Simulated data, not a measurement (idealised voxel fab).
process module | voxel air gaps
cross-section cut | 220 nm wide | cells 5 nm
A cross-section is a grid of square cells, given in bands from the top down. A band is one or more rows of cells.
Each band's line starts with the height of the band's top and of its bottom, in nm. Then come its materials from left to right, each with its width in nm. One material with "throughout" fills the band from edge to edge. "air" is empty space.
Height 0 is the level under which the wafer as received is all one material. The lowest band goes on downwards, as in "0 down".
A width such as "30 to 40" changes by the same amount from each row of cells to the next, from the band's top row to its bottom row.
"no change" after a step means that no cell of the cross-section changed.
closed voids: empty space of 8 cells or more with no open way to the top, each as width x height at its distance from the left edge, in nm
after a step's settings: what the simulator itself notes on the step
overlay nm, on a step with a mask: how far to the right of its planned place the mask lay; to the left if negative
plan
1 op RECEIVE | material Si
2 op CONFORMAL_DEP | material SiO2 | thk nm 10
3 op CONFORMAL_DEP | material SiN | thk nm 5
4 op DIRECTIONAL_DEP | material SiO2 | thk nm 40
5 op MASKED_ETCH | tone open | mask id LINES | width nm 15 | pitch nm 40 | etch materials SiO2 | depth nm 40 | overlay nm 0
6 op CONFORMAL_DEP | material TiN | thk nm 5
7 op FILL_DEP | material Ru | thk nm 5
8 op CMP | height nm 55
9 op EPI | material Ru | thk nm 10
10 op SELECTIVE_ETCH | etch materials SiO2 | depth nm 50
11 op CONFORMAL_DEP | material SiCN | thk nm 5
as received, after step 1
  0 down: Si throughout
  closed voids: none
first wafer at the end, as planned
  70 to 65: air 45 | SiCN 125 | air 50
  65 to 55: air 45 | SiCN 5 | Ru 35 | SiCN 5 | Ru 35 | SiCN 5 | Ru 35 | SiCN 5 | air 50
  55 to 50: air 45 | SiCN 15 | TiN 5 | Ru 5 | TiN 5 | SiCN 25 | TiN 5 | Ru 5 | TiN 5 | SiCN 25 | TiN 5 | Ru 5 | TiN 5 | SiCN 15 | air 50
  50 to 20: air 55 | SiCN 5 | TiN 5 | Ru 5 | TiN 5 | SiCN 5 | air 15 | SiCN 5 | TiN 5 | Ru 5 | TiN 5 | SiCN 5 | air 15 | SiCN 5 | TiN 5 | Ru 5 | TiN 5 | SiCN 5 | air 60
  20 to 15: SiCN 60 | TiN 15 | SiCN 25 | TiN 15 | SiCN 25 | TiN 15 | SiCN 65
  15 to 10: SiN throughout
  10 to 0: SiO2 throughout
  0 down: Si throughout
  closed voids: 15 x 30 at 80; 15 x 30 at 120
second wafer at the end: like start, like plan, one mistake
  70 to 65: SiCN throughout
  65 to 55: Ru throughout
  55 to 20: Ru 55 | TiN 5 | SiO2 15 | TiN 5 | Ru 15 | TiN 5 | SiO2 15 | TiN 5 | Ru 15 | TiN 5 | SiO2 15 | TiN 5 | Ru 60
  20 to 15: TiN 60 | SiO2 15 | TiN 25 | SiO2 15 | TiN 25 | SiO2 15 | TiN 65
  15 to 10: SiN throughout
  10 to 0: SiO2 throughout
  0 down: Si throughout
  closed voids: none
what went wrong: step 5 ran as: op MASKED_ETCH | tone cover | mask id LINES | width nm 15 | pitch nm 40 | etch materials SiO2 | depth nm 40 | overlay nm 0
at the end the second wafer has, in cells: 228 more of Ru | 76 fewer of SiCN | 72 more of SiO2 | 26 more of TiN
closed voids at the end (first wafer, second wafer): 2, 0
